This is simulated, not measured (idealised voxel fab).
process module | voxel wiring stack
cross-section cut | 235 nm wide | cells 5 nm
A cross-section is a grid of square cells, given in bands from the top down. A band is one or more rows of cells.
Each band's line starts with the height of the band's top and of its bottom, in nm. Then come its materials from left to right, each with its width in nm. One material with "throughout" fills the band from edge to edge. "air" is empty space.
Height 0 is the level under which the wafer as received is all one material. The lowest band goes on downwards, as in "0 down".
A width such as "30 to 40" changes by the same amount from each row of cells to the next, from the band's top row to its bottom row.
"no change" after a step means that no cell of the cross-section changed.
closed voids: empty space of 8 cells or more with no open way to the top, each as width x height at its distance from the left edge, in nm
after a step's settings: what the simulator itself notes on the step
overlay nm, on a step with a mask: how far to the right of its planned place the mask lay; to the left if negative
Each pair below shows a cross-section before one step and the cross-section after it, down to the lowest band that changed. The line under each pair gives the step between them, with its settings. The pairs can come from different runs of this module on the same starting wafer, so a pair continues from the pair above only where its "before" says so.
before
  0 down: Si throughout
  closed voids: none
after
  10 to 0: SiO2 throughout
  below 0: unchanged
  closed voids: none
the step between: op CONFORMAL_DEP | material SiO2 | thk nm 10
before: the cross-section after the pair above
after
  15 to 10: SiCN throughout
  below 10: unchanged
  closed voids: none
the step between: op CONFORMAL_DEP | material SiCN | thk nm 5
before: the cross-section after the pair above
after
  35 to 15: lowk throughout
  below 15: unchanged
  closed voids: none
the step between: op DIRECTIONAL_DEP | material lowk | thk nm 20
before: the cross-section after the pair above
after
  45 to 35: aC throughout
  below 35: unchanged
  closed voids: none
the step between: op DIRECTIONAL_DEP | material aC | thk nm 10
before: the cross-section after the pair above
after
  75 to 45: resist 85 | air 20 | resist 20 | air 20 | resist 90
  below 45: unchanged
  closed voids: none
the step between: op PATTERN | tone open | mask id METAL_1 | material resist | width nm 20 | pitch nm 40 | thk nm 30 | overlay nm 0
before: the cross-section after the pair above
after
  65 to 45: resist 85 | air 20 | resist 20 | air 20 | resist 90
  45 to 35: aC 85 | air 20 | aC 20 | air 20 | aC 90
  below 35: unchanged
  closed voids: none
the step between: op DIRECTIONAL_ETCH | etch materials aC | depth nm 10
before: the cross-section after the pair above
after
  45 to 35: aC 85 | air 20 | aC 20 | air 20 | aC 90
  below 35: unchanged
  closed voids: none
the step between: op STRIP | etch materials resist
before: the cross-section after the pair above
after
  45 to 35: aC 85 | air 20 | aC 20 | air 20 | aC 90
  35 to 15: lowk 85 | air 20 | lowk 20 | air 20 | lowk 90
  below 15: unchanged
  closed voids: none
the step between: op DIRECTIONAL_ETCH | etch materials lowk | depth nm 20
before: the cross-section after the pair above
after
  45 to 35: aC 85 | air 20 | aC 20 | air 20 | aC 90
  35 to 15: lowk 85 | air 20 | lowk 20 | air 20 | lowk 90
  15 to 10: SiCN 85 | air 20 | SiCN 20 | air 20 | SiCN 90
  below 10: unchanged
  closed voids: none
the step between: op DIRECTIONAL_ETCH | etch materials SiCN | depth nm 5
before: the cross-section after the pair above
after
  35 to 15: lowk 85 | air 20 | lowk 20 | air 20 | lowk 90
  below 15: unchanged
  closed voids: none
the step between: op STRIP | etch materials aC
before: the cross-section after the pair above
after
  40 to 35: TiN 90 | air 10 | TiN 30 | air 10 | TiN 95
  35 to 15: lowk 85 | TiN 5 | air 10 | TiN 5 | lowk 20 | TiN 5 | air 10 | TiN 5 | lowk 90
  15 to 10: SiCN 85 | TiN 20 | SiCN 20 | TiN 20 | SiCN 90
  below 10: unchanged
  closed voids: none
the step between: op CONFORMAL_DEP | material TiN | thk nm 5
before: the cross-section after the pair above
after
  45 to 40: Cu throughout
  40 to 35: TiN 90 | Cu 10 | TiN 30 | Cu 10 | TiN 95
  35 to 15: lowk 85 | TiN 5 | Cu 10 | TiN 5 | lowk 20 | TiN 5 | Cu 10 | TiN 5 | lowk 90
  below 15: unchanged
  closed voids: none
the step between: op FILL_DEP | material Cu | thk nm 5
before: the cross-section after the pair above
after
  35 to 15: lowk 85 | TiN 5 | Cu 10 | TiN 5 | lowk 20 | TiN 5 | Cu 10 | TiN 5 | lowk 90
  below 15: unchanged
  closed voids: none
the step between: op CMP | height nm 35
before: the cross-section after the pair above
after
  40 to 35: SiCN throughout
  below 35: unchanged
  closed voids: none
the step between: op CONFORMAL_DEP | material SiCN | thk nm 5
before: the cross-section after the pair above
after
  70 to 40: lowk throughout
  below 40: unchanged
  closed voids: none
the step between: op DIRECTIONAL_DEP | material lowk | thk nm 30
before: the cross-section after the pair above
after
  70 to 40: lowk 85 | air 15 | lowk 25 | air 15 | lowk 95
  below 40: unchanged
  closed voids: none
the step between: op MASKED_ETCH | tone open | mask id METAL_2_HOLES | width nm 15 | pitch nm 40 | etch materials lowk | depth nm 30 | overlay nm 0
before: the cross-section after the pair above
after
  70 to 50: lowk 85 | air 20 | lowk 20 | air 20 | lowk 90
  below 50: unchanged
  closed voids: none
the step between: op MASKED_ETCH | tone open | mask id METAL_2 | width nm 20 | pitch nm 40 | etch materials lowk | depth nm 20 | overlay nm 0
before: the cross-section after the pair above
after
  70 to 50: lowk 85 | air 20 | lowk 20 | air 20 | lowk 90
  50 to 40: lowk 85 | air 15 | lowk 25 | air 15 | lowk 95
  40 to 35: SiCN 85 | air 15 | SiCN 25 | air 15 | SiCN 95
  below 35: unchanged
  closed voids: none
the step between: op MASKED_ETCH | tone open | mask id METAL_2 | width nm 20 | pitch nm 40 | etch materials SiCN | depth nm 5 | overlay nm 0
before: the cross-section after the pair above
after
  75 to 70: TiN 90 | air 10 | TiN 30 | air 10 | TiN 95
  70 to 55: lowk 85 | TiN 5 | air 10 | TiN 5 | lowk 20 | TiN 5 | air 10 | TiN 5 | lowk 90
  55 to 50: lowk 85 | TiN 5 | air 5 | TiN 10 | lowk 20 | TiN 5 | air 5 | TiN 10 | lowk 90
  50 to 40: lowk 85 | TiN 5 | air 5 | TiN 5 | lowk 25 | TiN 5 | air 5 | TiN 5 | lowk 95
  40 to 35: SiCN 85 | TiN 15 | SiCN 25 | TiN 15 | SiCN 95
  below 35: unchanged
  closed voids: none
the step between: op CONFORMAL_DEP | material TiN | thk nm 5
before: the cross-section after the pair above
after
  85 to 75: Ru throughout
  75 to 70: TiN 90 | Ru 10 | TiN 30 | Ru 10 | TiN 95
  70 to 55: lowk 85 | TiN 5 | Ru 10 | TiN 5 | lowk 20 | TiN 5 | Ru 10 | TiN 5 | lowk 90
  55 to 50: lowk 85 | TiN 5 | Ru 5 | TiN 10 | lowk 20 | TiN 5 | Ru 5 | TiN 10 | lowk 90
  50 to 40: lowk 85 | TiN 5 | Ru 5 | TiN 5 | lowk 25 | TiN 5 | Ru 5 | TiN 5 | lowk 95
  below 40: unchanged
  closed voids: none
the step between: op FILL_DEP | material Ru | thk nm 10
before: the cross-section after the pair above
after
  70 to 55: lowk 85 | TiN 5 | Ru 10 | TiN 5 | lowk 20 | TiN 5 | Ru 10 | TiN 5 | lowk 90
  below 55: unchanged
  closed voids: none
the step between: op CMP | height nm 70
before: the cross-section after the pair above
after
  75 to 70: SiCN throughout
  below 70: unchanged
  closed voids: none
the step between: op CONFORMAL_DEP | material SiCN | thk nm 5
before
  10 to 0: SiO2 throughout
  0 down: Si throughout
  closed voids: none
after
  30 to 10: lowk throughout
  below 10: unchanged
  closed voids: none
the step between: op DIRECTIONAL_DEP | material lowk | thk nm 20
before: the cross-section after the pair above
after
  40 to 30: aC throughout
  below 30: unchanged
  closed voids: none
the step between: op DIRECTIONAL_DEP | material aC | thk nm 10
before: the cross-section after the pair above
after
  70 to 40: resist 85 | air 20 | resist 20 | air 20 | resist 90
  below 40: unchanged
  closed voids: none
the step between: op PATTERN | tone open | mask id METAL_1 | material resist | width nm 20 | pitch nm 40 | thk nm 30 | overlay nm 0
before: the cross-section after the pair above
after
  60 to 40: resist 85 | air 20 | resist 20 | air 20 | resist 90
  40 to 30: aC 85 | air 20 | aC 20 | air 20 | aC 90
  below 30: unchanged
  closed voids: none
the step between: op DIRECTIONAL_ETCH | etch materials aC | depth nm 10
before: the cross-section after the pair above
after
  40 to 30: aC 85 | air 20 | aC 20 | air 20 | aC 90
  below 30: unchanged
  closed voids: none
the step between: op STRIP | etch materials resist
before: the cross-section after the pair above
after
  40 to 30: aC 85 | air 20 | aC 20 | air 20 | aC 90
  30 to 10: lowk 85 | air 20 | lowk 20 | air 20 | lowk 90
  below 10: unchanged
  closed voids: none
the step between: op DIRECTIONAL_ETCH | etch materials lowk | depth nm 20
before: the cross-section after the pair above
after
  30 to 10: lowk 85 | air 20 | lowk 20 | air 20 | lowk 90
  below 10: unchanged
  closed voids: none
the step between: op STRIP | etch materials aC
before: the cross-section after the pair above
after
  35 to 30: TiN 90 | air 10 | TiN 30 | air 10 | TiN 95
  30 to 15: lowk 85 | TiN 5 | air 10 | TiN 5 | lowk 20 | TiN 5 | air 10 | TiN 5 | lowk 90
  15 to 10: lowk 85 | TiN 20 | lowk 20 | TiN 20 | lowk 90
  below 10: unchanged
  closed voids: none
the step between: op CONFORMAL_DEP | material TiN | thk nm 5
before: the cross-section after the pair above
after
  40 to 35: Cu throughout
  35 to 30: TiN 90 | Cu 10 | TiN 30 | Cu 10 | TiN 95
  30 to 15: lowk 85 | TiN 5 | Cu 10 | TiN 5 | lowk 20 | TiN 5 | Cu 10 | TiN 5 | lowk 90
  below 15: unchanged
  closed voids: none
the step between: op FILL_DEP | material Cu | thk nm 5
before: the cross-section after the pair above
after
  35 to 30: TiN 90 | Cu 10 | TiN 30 | Cu 10 | TiN 95
  below 30: unchanged
  closed voids: none
the step between: op CMP | height nm 35
before: the cross-section after the pair above
after
  40 to 35: SiCN throughout
  below 35: unchanged
  closed voids: none
the step between: op CONFORMAL_DEP | material SiCN | thk nm 5
before: the cross-section after the pair above
after
  70 to 40: lowk throughout
  below 40: unchanged
  closed voids: none
the step between: op DIRECTIONAL_DEP | material lowk | thk nm 30
before: the cross-section after the pair above
after
  70 to 40: lowk 85 | air 15 | lowk 25 | air 15 | lowk 95
  below 40: unchanged
  closed voids: none
the step between: op MASKED_ETCH | tone open | mask id METAL_2_HOLES | width nm 15 | pitch nm 40 | etch materials lowk | depth nm 30 | overlay nm 0
before: the cross-section after the pair above
after
  70 to 50: lowk 85 | air 20 | lowk 20 | air 20 | lowk 90
  below 50: unchanged
  closed voids: none
the step between: op MASKED_ETCH | tone open | mask id METAL_2 | width nm 20 | pitch nm 40 | etch materials lowk | depth nm 20 | overlay nm 0
before: the cross-section after the pair above
after
  70 to 50: lowk 85 | air 20 | lowk 20 | air 20 | lowk 90
  50 to 40: lowk 85 | air 15 | lowk 25 | air 15 | lowk 95
  40 to 35: SiCN 85 | air 15 | SiCN 25 | air 15 | SiCN 95
  below 35: unchanged
  closed voids: none
the step between: op MASKED_ETCH | tone open | mask id METAL_2 | width nm 20 | pitch nm 40 | etch materials SiCN | depth nm 5 | overlay nm 0
before: the cross-section after the pair above
after
  75 to 70: TiN 90 | air 10 | TiN 30 | air 10 | TiN 95
  70 to 55: lowk 85 | TiN 5 | air 10 | TiN 5 | lowk 20 | TiN 5 | air 10 | TiN 5 | lowk 90
  55 to 50: lowk 85 | TiN 5 | air 5 | TiN 10 | lowk 20 | TiN 5 | air 5 | TiN 10 | lowk 90
  50 to 40: lowk 85 | TiN 5 | air 5 | TiN 5 | lowk 25 | TiN 5 | air 5 | TiN 5 | lowk 95
  40 to 35: SiCN 85 | TiN 15 | SiCN 25 | TiN 15 | SiCN 95
  below 35: unchanged
  closed voids: none
the step between: op CONFORMAL_DEP | material TiN | thk nm 5
before: the cross-section after the pair above
after
  85 to 75: Ru throughout
  75 to 70: TiN 90 | Ru 10 | TiN 30 | Ru 10 | TiN 95
  70 to 55: lowk 85 | TiN 5 | Ru 10 | TiN 5 | lowk 20 | TiN 5 | Ru 10 | TiN 5 | lowk 90
  55 to 50: lowk 85 | TiN 5 | Ru 5 | TiN 10 | lowk 20 | TiN 5 | Ru 5 | TiN 10 | lowk 90
  50 to 40: lowk 85 | TiN 5 | Ru 5 | TiN 5 | lowk 25 | TiN 5 | Ru 5 | TiN 5 | lowk 95
  below 40: unchanged
  closed voids: none
the step between: op FILL_DEP | material Ru | thk nm 10
before: the cross-section after the pair above
after
  70 to 55: lowk 85 | TiN 5 | Ru 10 | TiN 5 | lowk 20 | TiN 5 | Ru 10 | TiN 5 | lowk 90
  below 55: unchanged
  closed voids: none
the step between: op CMP | height nm 70
before: the cross-section after the pair above
after
  75 to 70: SiCN throughout
  below 70: unchanged
  closed voids: none
the step between: op CONFORMAL_DEP | material SiCN | thk nm 5
before
  70 to 40: lowk throughout
  40 to 35: SiCN throughout
  35 to 15: lowk 85 | TiN 5 | Cu 10 | TiN 5 | lowk 20 | TiN 5 | Cu 10 | TiN 5 | lowk 90
  15 to 10: SiCN 85 | TiN 20 | SiCN 20 | TiN 20 | SiCN 90
  10 to 0: SiO2 throughout
  0 down: Si throughout
  closed voids: none
after
  100 to 40: lowk throughout
  below 40: unchanged
  closed voids: none
the step between: op DIRECTIONAL_DEP | material lowk | thk nm 30
before: the cross-section after the pair above
after
  100 to 70: lowk 85 | air 15 | lowk 25 | air 15 | lowk 95
  below 70: unchanged
  closed voids: none
the step between: op MASKED_ETCH | tone open | mask id METAL_2_HOLES | width nm 15 | pitch nm 40 | etch materials lowk | depth nm 30 | overlay nm 0
before: the cross-section after the pair above
after
  100 to 80: lowk 85 | air 20 | lowk 20 | air 20 | lowk 90
  80 to 50: lowk 85 | air 15 | lowk 25 | air 15 | lowk 95
  below 50: unchanged
  closed voids: none
the step between: op MASKED_ETCH | tone open | mask id METAL_2 | width nm 20 | pitch nm 40 | etch materials lowk | depth nm 20 | overlay nm 0
before: the cross-section after the pair above
after
  105 to 100: TiN 90 | air 10 | TiN 30 | air 10 | TiN 95
  100 to 85: lowk 85 | TiN 5 | air 10 | TiN 5 | lowk 20 | TiN 5 | air 10 | TiN 5 | lowk 90
  85 to 80: lowk 85 | TiN 5 | air 5 | TiN 10 | lowk 20 | TiN 5 | air 5 | TiN 10 | lowk 90
  80 to 55: lowk 85 | TiN 5 | air 5 | TiN 5 | lowk 25 | TiN 5 | air 5 | TiN 5 | lowk 95
  55 to 50: lowk 85 | TiN 15 | lowk 25 | TiN 15 | lowk 95
  below 50: unchanged
  closed voids: none
the step between: op CONFORMAL_DEP | material TiN | thk nm 5
before: the cross-section after the pair above
after
  115 to 105: Ru throughout
  105 to 100: TiN 90 | Ru 10 | TiN 30 | Ru 10 | TiN 95
  100 to 85: lowk 85 | TiN 5 | Ru 10 | TiN 5 | lowk 20 | TiN 5 | Ru 10 | TiN 5 | lowk 90
  85 to 80: lowk 85 | TiN 5 | Ru 5 | TiN 10 | lowk 20 | TiN 5 | Ru 5 | TiN 10 | lowk 90
  80 to 55: lowk 85 | TiN 5 | Ru 5 | TiN 5 | lowk 25 | TiN 5 | Ru 5 | TiN 5 | lowk 95
  below 55: unchanged
  closed voids: none
the step between: op FILL_DEP | material Ru | thk nm 10
before: the cross-section after the pair above
after
  70 to 55: lowk 85 | TiN 5 | Ru 5 | TiN 5 | lowk 25 | TiN 5 | Ru 5 | TiN 5 | lowk 95
  below 55: unchanged
  closed voids: none
the step between: op CMP | height nm 70
before: the cross-section after the pair above
after
  75 to 70: SiCN throughout
  below 70: unchanged
  closed voids: none
the step between: op CONFORMAL_DEP | material SiCN | thk nm 5
before
  30 to 10: lowk throughout
  10 to 0: SiO2 throughout
  0 down: Si throughout
  closed voids: none
after
  35 to 30: SiCN throughout
  below 30: unchanged
  closed voids: none
the step between: op CONFORMAL_DEP | material SiCN | thk nm 5
before: the cross-section after the pair above
after
  45 to 35: aC throughout
  below 35: unchanged
  closed voids: none
the step between: op DIRECTIONAL_DEP | material aC | thk nm 10
before: the cross-section after the pair above
after
  75 to 45: resist 85 | air 20 | resist 20 | air 20 | resist 90
  below 45: unchanged
  closed voids: none
the step between: op PATTERN | tone open | mask id METAL_1 | material resist | width nm 20 | pitch nm 40 | thk nm 30 | overlay nm 0
before: the cross-section after the pair above
after
  65 to 45: resist 85 | air 20 | resist 20 | air 20 | resist 90
  45 to 35: aC 85 | air 20 | aC 20 | air 20 | aC 90
  below 35: unchanged
  closed voids: none
the step between: op DIRECTIONAL_ETCH | etch materials aC | depth nm 10
before: the cross-section after the pair above
after
  45 to 35: aC 85 | air 20 | aC 20 | air 20 | aC 90
  below 35: unchanged
  closed voids: none
the step between: op STRIP | etch materials resist
before: the cross-section after the pair above
after
  45 to 35: aC 85 | air 20 | aC 20 | air 20 | aC 90
  35 to 30: SiCN 85 | air 20 | SiCN 20 | air 20 | SiCN 90
  below 30: unchanged
  closed voids: none
the step between: op DIRECTIONAL_ETCH | etch materials SiCN | depth nm 5
before: the cross-section after the pair above
after
  35 to 30: SiCN 85 | air 20 | SiCN 20 | air 20 | SiCN 90
  below 30: unchanged
  closed voids: none
the step between: op STRIP | etch materials aC
before: the cross-section after the pair above
after
  40 to 35: TiN 90 | air 10 | TiN 30 | air 10 | TiN 95
  35 to 30: SiCN 85 | TiN 20 | SiCN 20 | TiN 20 | SiCN 90
  below 30: unchanged
  closed voids: none
the step between: op CONFORMAL_DEP | material TiN | thk nm 5
before: the cross-section after the pair above
after
  45 to 40: Cu throughout
  40 to 35: TiN 90 | Cu 10 | TiN 30 | Cu 10 | TiN 95
  below 35: unchanged
  closed voids: none
the step between: op FILL_DEP | material Cu | thk nm 5
before: the cross-section after the pair above
after
  35 to 30: SiCN 85 | TiN 20 | SiCN 20 | TiN 20 | SiCN 90
  below 30: unchanged
  closed voids: none
the step between: op CMP | height nm 35
before: the cross-section after the pair above
after
  40 to 35: SiCN throughout
  below 35: unchanged
  closed voids: none
the step between: op CONFORMAL_DEP | material SiCN | thk nm 5
before: the cross-section after the pair above
after
  70 to 40: lowk throughout
  below 40: unchanged
  closed voids: none
the step between: op DIRECTIONAL_DEP | material lowk | thk nm 30
before: the cross-section after the pair above
after
  70 to 40: lowk 85 | air 15 | lowk 25 | air 15 | lowk 95
  below 40: unchanged
  closed voids: none
the step between: op MASKED_ETCH | tone open | mask id METAL_2_HOLES | width nm 15 | pitch nm 40 | etch materials lowk | depth nm 30 | overlay nm 0
before: the cross-section after the pair above
after
  70 to 50: lowk 85 | air 20 | lowk 20 | air 20 | lowk 90
  below 50: unchanged
  closed voids: none
the step between: op MASKED_ETCH | tone open | mask id METAL_2 | width nm 20 | pitch nm 40 | etch materials lowk | depth nm 20 | overlay nm 0
before: the cross-section after the pair above
after
  70 to 50: lowk 85 | air 20 | lowk 20 | air 20 | lowk 90
  50 to 40: lowk 85 | air 15 | lowk 25 | air 15 | lowk 95
  40 to 35: SiCN 85 | air 15 | SiCN 25 | air 15 | SiCN 95
  below 35: unchanged
  closed voids: none
the step between: op MASKED_ETCH | tone open | mask id METAL_2 | width nm 20 | pitch nm 40 | etch materials SiCN | depth nm 5 | overlay nm 0
before: the cross-section after the pair above
after
  75 to 70: TiN 90 | air 10 | TiN 30 | air 10 | TiN 95
  70 to 55: lowk 85 | TiN 5 | air 10 | TiN 5 | lowk 20 | TiN 5 | air 10 | TiN 5 | lowk 90
  55 to 50: lowk 85 | TiN 5 | air 5 | TiN 10 | lowk 20 | TiN 5 | air 5 | TiN 10 | lowk 90
  50 to 40: lowk 85 | TiN 5 | air 5 | TiN 5 | lowk 25 | TiN 5 | air 5 | TiN 5 | lowk 95
  40 to 30: SiCN 85 | TiN 15 to 20 | SiCN 25 to 20 | TiN 15 to 20 | SiCN 95 to 90
  below 30: unchanged
  closed voids: none
the step between: op CONFORMAL_DEP | material TiN | thk nm 5
before: the cross-section after the pair above
after
  85 to 75: Ru throughout
  75 to 70: TiN 90 | Ru 10 | TiN 30 | Ru 10 | TiN 95
  70 to 55: lowk 85 | TiN 5 | Ru 10 | TiN 5 | lowk 20 | TiN 5 | Ru 10 | TiN 5 | lowk 90
  55 to 50: lowk 85 | TiN 5 | Ru 5 | TiN 10 | lowk 20 | TiN 5 | Ru 5 | TiN 10 | lowk 90
  50 to 40: lowk 85 | TiN 5 | Ru 5 | TiN 5 | lowk 25 | TiN 5 | Ru 5 | TiN 5 | lowk 95
  below 40: unchanged
  closed voids: none
the step between: op FILL_DEP | material Ru | thk nm 10
before: the cross-section after the pair above
after
  70 to 55: lowk 85 | TiN 5 | Ru 10 | TiN 5 | lowk 20 | TiN 5 | Ru 10 | TiN 5 | lowk 90
  below 55: unchanged
  closed voids: none
the step between: op CMP | height nm 70
before: the cross-section after the pair above
after
  75 to 70: SiCN throughout
  below 70: unchanged
  closed voids: none
the step between: op CONFORMAL_DEP | material SiCN | thk nm 5
before
  70 to 55: lowk 85 | TiN 5 | Ru 10 | TiN 5 | lowk 20 | TiN 5 | Ru 10 | TiN 5 | lowk 90
  55 to 50: lowk 85 | TiN 5 | Ru 5 | TiN 10 | lowk 20 | TiN 5 | Ru 5 | TiN 10 | lowk 90
  50 to 40: lowk 85 | TiN 5 | Ru 5 | TiN 5 | lowk 25 | TiN 5 | Ru 5 | TiN 5 | lowk 95
  40 to 35: SiCN 85 | TiN 15 | SiCN 25 | TiN 15 | SiCN 95
  35 to 15: lowk 85 | TiN 5 | Cu 10 | TiN 5 | lowk 20 | TiN 5 | Cu 10 | TiN 5 | lowk 90
  15 to 10: SiCN 85 | TiN 20 | SiCN 20 | TiN 20 | SiCN 90
  10 to 0: SiO2 throughout
  0 down: Si throughout
  closed voids: none
after
  85 to 70: SiCN throughout
  below 70: unchanged
  closed voids: none
the step between: op CONFORMAL_DEP | material SiCN | thk nm 15
before
  45 to 35: aC throughout
  35 to 15: lowk throughout
  15 to 10: SiCN throughout
  10 to 0: SiO2 throughout
  0 down: Si throughout
  closed voids: none
after
  75 to 45: resist 90 | air 15 | resist 25 | air 15 | resist 90
  below 45: unchanged
  closed voids: none
the step between: op PATTERN | tone open | mask id METAL_1 | material resist | width nm 15 | pitch nm 40 | thk nm 30 | overlay nm 0
before: the cross-section after the pair above
after
  65 to 45: resist 90 | air 15 | resist 25 | air 15 | resist 90
  45 to 35: aC 90 | air 15 | aC 25 | air 15 | aC 90
  below 35: unchanged
  closed voids: none
the step between: op DIRECTIONAL_ETCH | etch materials aC | depth nm 10
before: the cross-section after the pair above
after
  45 to 35: aC 90 | air 15 | aC 25 | air 15 | aC 90
  below 35: unchanged
  closed voids: none
the step between: op STRIP | etch materials resist
before: the cross-section after the pair above
after
  45 to 35: aC 90 | air 15 | aC 25 | air 15 | aC 90
  35 to 15: lowk 90 | air 15 | lowk 25 | air 15 | lowk 90
  below 15: unchanged
  closed voids: none
the step between: op DIRECTIONAL_ETCH | etch materials lowk | depth nm 20
before: the cross-section after the pair above
after
  45 to 35: aC 90 | air 15 | aC 25 | air 15 | aC 90
  35 to 15: lowk 90 | air 15 | lowk 25 | air 15 | lowk 90
  15 to 10: SiCN 90 | air 15 | SiCN 25 | air 15 | SiCN 90
  below 10: unchanged
  closed voids: none
the step between: op DIRECTIONAL_ETCH | etch materials SiCN | depth nm 5
before: the cross-section after the pair above
after
  35 to 15: lowk 90 | air 15 | lowk 25 | air 15 | lowk 90
  below 15: unchanged
  closed voids: none
the step between: op STRIP | etch materials aC
before: the cross-section after the pair above
after
  40 to 35: TiN 95 | air 5 | TiN 35 | air 5 | TiN 95
  35 to 15: lowk 90 | TiN 5 | air 5 | TiN 5 | lowk 25 | TiN 5 | air 5 | TiN 5 | lowk 90
  15 to 10: SiCN 90 | TiN 15 | SiCN 25 | TiN 15 | SiCN 90
  below 10: unchanged
  closed voids: none
the step between: op CONFORMAL_DEP | material TiN | thk nm 5
before: the cross-section after the pair above
after
  45 to 40: Cu throughout
  40 to 35: TiN 95 | Cu 5 | TiN 35 | Cu 5 | TiN 95
  35 to 15: lowk 90 | TiN 5 | Cu 5 | TiN 5 | lowk 25 | TiN 5 | Cu 5 | TiN 5 | lowk 90
  below 15: unchanged
  closed voids: none
the step between: op FILL_DEP | material Cu | thk nm 5
before: the cross-section after the pair above
after
  35 to 15: lowk 90 | TiN 5 | Cu 5 | TiN 5 | lowk 25 | TiN 5 | Cu 5 | TiN 5 | lowk 90
  below 15: unchanged
  closed voids: none
the step between: op CMP | height nm 35
before: the cross-section after the pair above
after
  40 to 35: SiCN throughout
  below 35: unchanged
  closed voids: none
the step between: op CONFORMAL_DEP | material SiCN | thk nm 5
before: the cross-section after the pair above
after
  70 to 40: lowk throughout
  below 40: unchanged
  closed voids: none
the step between: op DIRECTIONAL_DEP | material lowk | thk nm 30
before: the cross-section after the pair above
after
  70 to 40: lowk 85 | air 15 | lowk 25 | air 15 | lowk 95
  below 40: unchanged
  closed voids: none
the step between: op MASKED_ETCH | tone open | mask id METAL_2_HOLES | width nm 15 | pitch nm 40 | etch materials lowk | depth nm 30 | overlay nm 0
before: the cross-section after the pair above
after
  70 to 50: lowk 85 | air 20 | lowk 20 | air 20 | lowk 90
  below 50: unchanged
  closed voids: none
the step between: op MASKED_ETCH | tone open | mask id METAL_2 | width nm 20 | pitch nm 40 | etch materials lowk | depth nm 20 | overlay nm 0
before: the cross-section after the pair above
after
  70 to 50: lowk 85 | air 20 | lowk 20 | air 20 | lowk 90
  50 to 40: lowk 85 | air 15 | lowk 25 | air 15 | lowk 95
  40 to 35: SiCN 85 | air 15 | SiCN 25 | air 15 | SiCN 95
  below 35: unchanged
  closed voids: none
the step between: op MASKED_ETCH | tone open | mask id METAL_2 | width nm 20 | pitch nm 40 | etch materials SiCN | depth nm 5 | overlay nm 0
before: the cross-section after the pair above
after
  75 to 70: TiN 90 | air 10 | TiN 30 | air 10 | TiN 95
  70 to 55: lowk 85 | TiN 5 | air 10 | TiN 5 | lowk 20 | TiN 5 | air 10 | TiN 5 | lowk 90
  55 to 50: lowk 85 | TiN 5 | air 5 | TiN 10 | lowk 20 | TiN 5 | air 5 | TiN 10 | lowk 90
  50 to 40: lowk 85 | TiN 5 | air 5 | TiN 5 | lowk 25 | TiN 5 | air 5 | TiN 5 | lowk 95
  40 to 35: SiCN 85 | TiN 15 | SiCN 25 | TiN 15 | SiCN 95
  below 35: unchanged
  closed voids: none
the step between: op CONFORMAL_DEP | material TiN | thk nm 5
before: the cross-section after the pair above
after
  85 to 75: Ru throughout
  75 to 70: TiN 90 | Ru 10 | TiN 30 | Ru 10 | TiN 95
  70 to 55: lowk 85 | TiN 5 | Ru 10 | TiN 5 | lowk 20 | TiN 5 | Ru 10 | TiN 5 | lowk 90
  55 to 50: lowk 85 | TiN 5 | Ru 5 | TiN 10 | lowk 20 | TiN 5 | Ru 5 | TiN 10 | lowk 90
  50 to 40: lowk 85 | TiN 5 | Ru 5 | TiN 5 | lowk 25 | TiN 5 | Ru 5 | TiN 5 | lowk 95
  below 40: unchanged
  closed voids: none
the step between: op FILL_DEP | material Ru | thk nm 10
before: the cross-section after the pair above
after
  70 to 55: lowk 85 | TiN 5 | Ru 10 | TiN 5 | lowk 20 | TiN 5 | Ru 10 | TiN 5 | lowk 90
  below 55: unchanged
  closed voids: none
the step between: op CMP | height nm 70
before: the cross-section after the pair above
after
  75 to 70: SiCN throughout
  below 70: unchanged
  closed voids: none
the step between: op CONFORMAL_DEP | material SiCN | thk nm 5
before
  45 to 35: aC throughout
  35 to 15: lowk throughout
  15 to 10: SiCN throughout
  10 to 0: SiO2 throughout
  0 down: Si throughout
  closed voids: none
after
  75 to 45: resist 75 | air 20 | resist 20 | air 20 | resist 100
  below 45: unchanged
  closed voids: none
the step between: op PATTERN | tone open | mask id METAL_1 | material resist | width nm 20 | pitch nm 40 | thk nm 30 | overlay nm -10
before: the cross-section after the pair above
after
  65 to 45: resist 75 | air 20 | resist 20 | air 20 | resist 100
  45 to 35: aC 75 | air 20 | aC 20 | air 20 | aC 100
  below 35: unchanged
  closed voids: none
the step between: op DIRECTIONAL_ETCH | etch materials aC | depth nm 10
before: the cross-section after the pair above
after
  45 to 35: aC 75 | air 20 | aC 20 | air 20 | aC 100
  below 35: unchanged
  closed voids: none
the step between: op STRIP | etch materials resist
before: the cross-section after the pair above
after
  45 to 35: aC 75 | air 20 | aC 20 | air 20 | aC 100
  35 to 15: lowk 75 | air 20 | lowk 20 | air 20 | lowk 100
  below 15: unchanged
  closed voids: none
the step between: op DIRECTIONAL_ETCH | etch materials lowk | depth nm 20
before: the cross-section after the pair above
after
  45 to 35: aC 75 | air 20 | aC 20 | air 20 | aC 100
  35 to 15: lowk 75 | air 20 | lowk 20 | air 20 | lowk 100
  15 to 10: SiCN 75 | air 20 | SiCN 20 | air 20 | SiCN 100
  below 10: unchanged
  closed voids: none
the step between: op DIRECTIONAL_ETCH | etch materials SiCN | depth nm 5
before: the cross-section after the pair above
after
  35 to 15: lowk 75 | air 20 | lowk 20 | air 20 | lowk 100
  below 15: unchanged
  closed voids: none
the step between: op STRIP | etch materials aC
before: the cross-section after the pair above
after
  40 to 35: TiN 80 | air 10 | TiN 30 | air 10 | TiN 105
  35 to 15: lowk 75 | TiN 5 | air 10 | TiN 5 | lowk 20 | TiN 5 | air 10 | TiN 5 | lowk 100
  15 to 10: SiCN 75 | TiN 20 | SiCN 20 | TiN 20 | SiCN 100
  below 10: unchanged
  closed voids: none
the step between: op CONFORMAL_DEP | material TiN | thk nm 5
before: the cross-section after the pair above
after
  45 to 40: Cu throughout
  40 to 35: TiN 80 | Cu 10 | TiN 30 | Cu 10 | TiN 105
  35 to 15: lowk 75 | TiN 5 | Cu 10 | TiN 5 | lowk 20 | TiN 5 | Cu 10 | TiN 5 | lowk 100
  below 15: unchanged
  closed voids: none
the step between: op FILL_DEP | material Cu | thk nm 5
before: the cross-section after the pair above
after
  35 to 15: lowk 75 | TiN 5 | Cu 10 | TiN 5 | lowk 20 | TiN 5 | Cu 10 | TiN 5 | lowk 100
  below 15: unchanged
  closed voids: none
the step between: op CMP | height nm 35
before: the cross-section after the pair above
after
  40 to 35: SiCN throughout
  below 35: unchanged
  closed voids: none
the step between: op CONFORMAL_DEP | material SiCN | thk nm 5
before: the cross-section after the pair above
after
  70 to 40: lowk throughout
  below 40: unchanged
  closed voids: none
the step between: op DIRECTIONAL_DEP | material lowk | thk nm 30
before: the cross-section after the pair above
after
  70 to 40: lowk 85 | air 15 | lowk 25 | air 15 | lowk 95
  below 40: unchanged
  closed voids: none
the step between: op MASKED_ETCH | tone open | mask id METAL_2_HOLES | width nm 15 | pitch nm 40 | etch materials lowk | depth nm 30 | overlay nm 0
